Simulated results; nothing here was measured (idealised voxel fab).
Process module in this document: voxel spacer lines
205 nm wide, 5 nm square cells: that's cross-section cut.
Cross-section spec: square-cell grid; bands listed top down; each band is one or more rows.
Band: top height; bottom height; in nm. Then, left to right: material with width in nm, for each material. "edge to edge": a single material spanning edge to edge. "blank": empty space.
Heights are reckoned from 0. Under this level, the received wafer is all of one material. The bottommost band is open-ended downward, for example "top 0, no bottom".
Width: "30->40" (first number = top row, second number = bottom row, same change from row to row of cells).
A step reported as "no alterations made" is a step in which no cell of the cross-section changed.
Any empty space of 8 cells or more lacking an open way to the top shows up in "Enclosed void catalog" as width x height at distance, distance from the left edge, in nm.
On each step's line, the part that comes after the settings is the simulator's own comment on the step.
overlay nm: mask right of planned place by this much (step with mask). Neg. = left.

[plan]
1: op RECEIVE | material Si
2: op CONFORMAL_DEP | material Al2O3 | thk nm 5
3: op DIRECTIONAL_DEP | material polySi | thk nm 20
4: op DIRECTIONAL_DEP | material aC | thk nm 20
5: op PATTERN | tone cover | mask id MANDREL | material resist | width nm 25 | pitch nm 70 | thk nm 30 | overlay nm 0
6: op DIRECTIONAL_ETCH | etch materials aC | depth nm 20
7: op STRIP | etch materials resist
8: op CONFORMAL_DEP | material SiN | thk nm 10
9: op DIRECTIONAL_ETCH | etch materials SiN | depth nm 10
10: op STRIP | etch materials aC
11: op DIRECTIONAL_ETCH | etch materials polySi | depth nm 20
12: op STRIP | etch materials SiN
13: op FILL_DEP | material SiO2 | thk nm 10
14: op CMP | height nm 25

[The first wafer of two, processed as planned]

[Cross-sectional view of the wafer in its as-received condition, corresponding to the state after step 1]
> top 0, no bottom  Si edge to edge
> Enclosed void catalog: none

[Cross-sectional representation of the wafer at the conclusion of step 2]
> top 5, bottom 0  Al2O3 edge to edge
> No changes below 0.

[Cross-sectional representation of the wafer at the conclusion of step 3]
> top 25, bottom 5  polySi edge to edge
> No changes below 5.

[Cross-sectional representation of the wafer at the conclusion of step 4]
> top 45, bottom 25  aC edge to edge
> No changes below 25.

[Cross-sectional representation of the wafer at the conclusion of step 5]
> top 75, bottom 45  55 of blank | 25 of resist | 45 of blank | 25 of resist | 55 of blank
> No changes below 45.

[Cross-sectional representation of the wafer at the conclusion of step 6]
> top 55, bottom 45  55 of blank | 25 of resist | 45 of blank | 25 of resist | 55 of blank
> top 45, bottom 25  55 of blank | 25 of aC | 45 of blank | 25 of aC | 55 of blank
> No changes below 25.

[Cross-sectional representation of the wafer at the conclusion of step 7]
> top 45, bottom 25  55 of blank | 25 of aC | 45 of blank | 25 of aC | 55 of blank
> No changes below 25.

[Cross-sectional representation of the wafer at the conclusion of step 8]
> top 55, bottom 45  45 of blank | 45 of SiN | 25 of blank | 45 of SiN | 45 of blank
> top 45, bottom 35  45 of blank | 10 of SiN | 25 of aC | 10 of SiN | 25 of blank | 10 of SiN | 25 of aC | 10 of SiN | 45 of blank
> top 35, bottom 25  55 of SiN | 25 of aC | 45 of SiN | 25 of aC | 55 of SiN
> No changes below 25.

[Cross-sectional representation of the wafer at the conclusion of step 9]
> top 45, bottom 25  45 of blank | 10 of SiN | 25 of aC | 10 of SiN | 25 of blank | 10 of SiN | 25 of aC | 10 of SiN | 45 of blank
> No changes below 25.

[Cross-sectional representation of the wafer at the conclusion of step 10]
> top 45, bottom 25  45 of blank | 10 of SiN | 25 of blank | 10 of SiN | 25 of blank | 10 of SiN | 25 of blank | 10 of SiN | 45 of blank
> No changes below 25.

[Cross-sectional representation of the wafer at the conclusion of step 11]
> top 45, bottom 25  45 of blank | 10 of SiN | 25 of blank | 10 of SiN | 25 of blank | 10 of SiN | 25 of blank | 10 of SiN | 45 of blank
> top 25, bottom 5  45 of blank | 10 of polySi | 25 of blank | 10 of polySi | 25 of blank | 10 of polySi | 25 of blank | 10 of polySi | 45 of blank
> No changes below 5.

[Cross-sectional representation of the wafer at the conclusion of step 12]
> top 25, bottom 5  45 of blank | 10 of polySi | 25 of blank | 10 of polySi | 25 of blank | 10 of polySi | 25 of blank | 10 of polySi | 45 of blank
> No changes below 5.

[Cross-sectional representation of the wafer at the conclusion of step 13]
> top 35, bottom 25  SiO2 edge to edge
> top 25, bottom 5  45 of SiO2 | 10 of polySi | 25 of SiO2 | 10 of polySi | 25 of SiO2 | 10 of polySi | 25 of SiO2 | 10 of polySi | 45 of SiO2
> No changes below 5.

[Cross-sectional representation of the wafer at the conclusion of step 14]
> top 25, bottom 5  45 of SiO2 | 10 of polySi | 25 of SiO2 | 10 of polySi | 25 of SiO2 | 10 of polySi | 25 of SiO2 | 10 of polySi | 45 of SiO2
> No changes below 5.

[Second wafer. Start and plan as for the first. One mistake made in running. Agrees with the first up to and including step 1]

The second wafer in cross-section, at the planned close of step 2: no alterations made

[The second wafer in cross-section, at the planned close of step 3]
> top 20, bottom 0  polySi edge to edge
> No changes below 0.

[The second wafer in cross-section, at the planned close of step 4]
> top 40, bottom 20  aC edge to edge
> No changes below 20.

[The second wafer in cross-section, at the planned close of step 5]
> top 70, bottom 40  55 of blank | 25 of resist | 45 of blank | 25 of resist | 55 of blank
> No changes below 40.

[The second wafer in cross-section, at the planned close of step 6]
> top 50, bottom 40  55 of blank | 25 of resist | 45 of blank | 25 of resist | 55 of blank
> top 40, bottom 20  55 of blank | 25 of aC | 45 of blank | 25 of aC | 55 of blank
> No changes below 20.

[The second wafer in cross-section, at the planned close of step 7]
> top 40, bottom 20  55 of blank | 25 of aC | 45 of blank | 25 of aC | 55 of blank
> No changes below 20.

[The second wafer in cross-section, at the planned close of step 8]
> top 50, bottom 40  45 of blank | 45 of SiN | 25 of blank | 45 of SiN | 45 of blank
> top 40, bottom 30  45 of blank | 10 of SiN | 25 of aC | 10 of SiN | 25 of blank | 10 of SiN | 25 of aC | 10 of SiN | 45 of blank
> top 30, bottom 20  55 of SiN | 25 of aC | 45 of SiN | 25 of aC | 55 of SiN
> No changes below 20.

[The second wafer in cross-section, at the planned close of step 9]
> top 40, bottom 20  45 of blank | 10 of SiN | 25 of aC | 10 of SiN | 25 of blank | 10 of SiN | 25 of aC | 10 of SiN | 45 of blank
> No changes below 20.

[The second wafer in cross-section, at the planned close of step 10]
> top 40, bottom 20  45 of blank | 10 of SiN | 25 of blank | 10 of SiN | 25 of blank | 10 of SiN | 25 of blank | 10 of SiN | 45 of blank
> No changes below 20.

[The second wafer in cross-section, at the planned close of step 11]
> top 40, bottom 20  45 of blank | 10 of SiN | 25 of blank | 10 of SiN | 25 of blank | 10 of SiN | 25 of blank | 10 of SiN | 45 of blank
> top 20, bottom 0  45 of blank | 10 of polySi | 25 of blank | 10 of polySi | 25 of blank | 10 of polySi | 25 of blank | 10 of polySi | 45 of blank
> No changes below 0.

[The second wafer in cross-section, at the planned close of step 12]
> top 20, bottom 0  45 of blank | 10 of polySi | 25 of blank | 10 of polySi | 25 of blank | 10 of polySi | 25 of blank | 10 of polySi | 45 of blank
> No changes below 0.

[The second wafer in cross-section, at the planned close of step 13]
> top 30, bottom 20  SiO2 edge to edge
> top 20, bottom 0  45 of SiO2 | 10 of polySi | 25 of SiO2 | 10 of polySi | 25 of SiO2 | 10 of polySi | 25 of SiO2 | 10 of polySi | 45 of SiO2
> No changes below 0.

[The second wafer in cross-section, at the planned close of step 14]
> top 25, bottom 20  SiO2 edge to edge
> No changes below 20.
Diagnosis: execution of step 2 of the plan did not take place, the step having been omitted
Final comparison by cell count, materials where the second wafer has more or fewer than the first: -41 Al2O3; +41 SiO2
